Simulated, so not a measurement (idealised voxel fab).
voxel capacitor over wiring: a process module
Shown is cross-section cut, with a width of 190 nm and square cells of size 5 nm.
Bands, listed from the top down, are how a cross-section gets written in this document; the cross-section itself is a grid of square cells, and a band is one or more rows of them.
A band entry consists of two parts. The first gives the height of the band's top and the height of its bottom, in nm. The rest lists the band's materials from left to right, each with its width in nm. A single material labelled with the word "everywhere" fills the band from edge to edge, and the word "empty" marks empty space.
Height datum 0, below which the as-received substrate wafer is one material. Lowest band open at the bottom, running downward: "z 0 and below".
Quick explanation for "30 to 40": the width changes in equal steps down the rows of cells, from the first number in the band's top row to the second number in its bottom row.
Reading "no modification" for a step: not a cell of the cross-section changed in it.
"Closed cavity list" lists enclosed empty spaces (at least 8 cells, no open path upward to the top), each as width x height at distance from the left edge, in nm.
Post-settings text on a step line: simulator's own remark regarding the step.
overlay nm: on a step with a mask, how far right of its planned place the mask lay; negative means left.
[The following list gives the planned process steps]
1. RECEIVE | material Si
2. CONFORMAL_DEP | material SiO2 | thk nm 15
3. CONFORMAL_DEP | material SiCN | thk nm 5
4. DIRECTIONAL_DEP | material lowk | thk nm 25
5. PATTERN | tone open | mask id METAL_1 | material resist | width nm 25 | pitch nm 75 | thk nm 20 | overlay nm 0
6. DIRECTIONAL_ETCH | etch materials lowk | depth nm 25
7. DIRECTIONAL_ETCH | etch materials SiCN | depth nm 5
8. STRIP | etch materials resist
9. CONFORMAL_DEP | material TiN | thk nm 5
10. FILL_DEP | material Ru | thk nm 10
11. CMP | height nm 45
12. CONFORMAL_DEP | material SiCN | thk nm 5
13. DIRECTIONAL_DEP | material lowk | thk nm 15
14. PATTERN | tone open | mask id PLUG_1 | material resist | width nm 15 | thk nm 15 | overlay nm 0
15. DIRECTIONAL_ETCH | etch materials lowk | depth nm 15
16. DIRECTIONAL_ETCH | etch materials SiCN | depth nm 5
17. STRIP | etch materials resist
18. EPI | material Ru | thk nm 10
19. EPI | material Ru | thk nm 10
20. DIRECTIONAL_DEP | material TiN | thk nm 10
21. DIRECTIONAL_DEP | material Al2O3 | thk nm 5
22. DIRECTIONAL_DEP | material TiN | thk nm 10
23. PATTERN | tone cover | mask id UPPER_PLATE | material resist | width nm 55 | thk nm 20 | overlay nm 0
24. DIRECTIONAL_ETCH | etch materials TiN | depth nm 10
25. DIRECTIONAL_ETCH | etch materials Al2O3 | depth nm 5
26. STRIP | etch materials resist
27. MASKED_ETCH | tone cover | mask id LOWER_PLATE | width nm 65 | etch materials TiN | depth nm 10 | overlay nm 0
28. FILL_DEP | material SiO2 | thk nm 15
29. CMP | height nm 100
30. MASKED_ETCH | tone open | mask id PLUG_2 | width nm 15 | etch materials SiO2 | depth nm 10 | overlay nm 0
31. CONFORMAL_DEP | material TiN | thk nm 5
32. FILL_DEP | material W | thk nm 5
33. CMP | height nm 100
34. CONFORMAL_DEP | material SiN | thk nm 5
[Wafer cross-section on receipt, i.e. after step 1]
  z 0 and below | Si everywhere
  Closed cavity list: none
[First of two wafers: cross-section at end of module, run per plan]
  z 105 to 100 | SiN everywhere
  z 100 to 95 | SiO2 (65), TiN (5), W (5), TiN (5), SiO2 (110)
  z 95 to 90 | SiO2 (65), TiN (15), SiO2 (110)
  z 90 to 80 | SiO2 (55), TiN (55), SiO2 (80)
  z 80 to 75 | SiO2 (55), Al2O3 (55), SiO2 (80)
  z 75 to 65 | SiO2 (50), TiN (65), SiO2 (75)
  z 65 to 50 | lowk (55), Ru (15), lowk (120)
  z 50 to 45 | SiCN (55), Ru (15), SiCN (120)
  z 45 to 20 | lowk (45), TiN (5), Ru (15), TiN (5), lowk (50), TiN (5), Ru (15), TiN (5), lowk (45)
  z 20 to 15 | SiCN (45), TiN (25), SiCN (50), TiN (25), SiCN (45)
  z 15 to 0 | SiO2 everywhere
  z 0 and below | Si everywhere
  Closed cavity list: none
[Cross-sectional image of the second wafer of the two following completion of the module. Starting state and process plan were the same as for the first wafer; one execution error occurred]
  z 105 to 100 | SiN everywhere
  z 100 to 95 | SiO2 (65), TiN (5), W (5), TiN (5), SiO2 (110)
  z 95 to 90 | SiO2 (65), TiN (15), SiO2 (110)
  z 90 to 80 | SiO2 (55), TiN (55), SiO2 (80)
  z 80 to 70 | SiO2 (50), TiN (65), SiO2 (75)
  z 70 to 65 | Al2O3 everywhere
  z 65 to 50 | lowk (55), Ru (15), lowk (120)
  z 50 to 45 | SiCN (55), Ru (15), SiCN (120)
  z 45 to 20 | lowk (45), TiN (5), Ru (15), TiN (5), lowk (50), TiN (5), Ru (15), TiN (5), lowk (45)
  z 20 to 15 | SiCN (45), TiN (25), SiCN (50), TiN (25), SiCN (45)
  z 15 to 0 | SiO2 everywhere
  z 0 and below | Si everywhere
  Closed cavity list: none
What was done differently from what was planned? deviation from plan: step 21 and step 20 executed in one another's positions
In the final state, the cell counts of the second wafer exceed or fall short of those of the first for the following materials: +27 Al2O3; -27 SiO2
